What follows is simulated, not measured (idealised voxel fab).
process module | voxel plated lines
cross-section cut | 255 nm wide | cells 5 nm
A cross-section is a grid of square cells, given in bands from the top down. A band is one or more rows of cells.
Each band's line starts with the height of the band's top and of its bottom, in nm. Then come its materials from left to right, each with its width in nm. One material with "throughout" fills the band from edge to edge. "air" is empty space.
Height 0 is the level under which the wafer as received is all one material. The lowest band goes on downwards, as in "0 down".
A width such as "30 to 40" changes by the same amount from each row of cells to the next, from the band's top row to its bottom row.
"no change" after a step means that no cell of the cross-section changed.
closed voids: empty space of 8 cells or more with no open way to the top, each as width x height at its distance from the left edge, in nm
after a step's settings: what the simulator itself notes on the step
overlay nm, on a step with a mask: how far to the right of its planned place the mask lay; to the left if negative
plan
1 op RECEIVE | material Si
2 op CONFORMAL_DEP | material Al2O3 | thk nm 5
3 op DIRECTIONAL_DEP | material TiN | thk nm 5
4 op PATTERN | tone open | mask id LINES | material resist | width nm 20 | pitch nm 50 | thk nm 20 | overlay nm 0
5 op EPI | material Ru | thk nm 5
6 op STRIP | etch materials resist
7 op DIRECTIONAL_ETCH | etch materials TiN | depth nm 5
8 op CONFORMAL_DEP | material SiCN | thk nm 5
varied across the wafers: thk nm of step 2. The plan shows the first wafer's value. All wafers start alike
first wafer as received, after step 1
  0 down: Si throughout
  closed voids: none
first wafer at the end, after step 8
  20 to 15: air 85 | SiCN 30 | air 20 | SiCN 30 | air 90
  15 to 10: air 85 | SiCN 5 | Ru 20 | SiCN 5 | air 20 | SiCN 5 | Ru 20 | SiCN 5 | air 90
  10 to 5: SiCN 90 | TiN 20 | SiCN 30 | TiN 20 | SiCN 95
  5 to 0: Al2O3 throughout
  0 down: Si throughout
  closed voids: none
last wafer at the end
  40 to 35: air 85 | SiCN 30 | air 20 | SiCN 30 | air 90
  35 to 30: air 85 | SiCN 5 | Ru 20 | SiCN 5 | air 20 | SiCN 5 | Ru 20 | SiCN 5 | air 90
  30 to 25: SiCN 90 | TiN 20 | SiCN 30 | TiN 20 | SiCN 95
  25 to 0: Al2O3 throughout
  0 down: Si throughout
  closed voids: none
each wafer at the end: cells of each material gained (+) or lost (-) since it was received, then its closed voids
thk nm 5 | +51 Al2O3 | +8 Ru | +59 SiCN | +8 TiN | closed voids: none
thk nm 10 | +102 Al2O3 | +8 Ru | +59 SiCN | +8 TiN | closed voids: none
thk nm 15 | +153 Al2O3 | +8 Ru | +59 SiCN | +8 TiN | closed voids: none
thk nm 20 | +204 Al2O3 | +8 Ru | +59 SiCN | +8 TiN | closed voids: none
thk nm 25 | +255 Al2O3 | +8 Ru | +59 SiCN | +8 TiN | closed voids: none
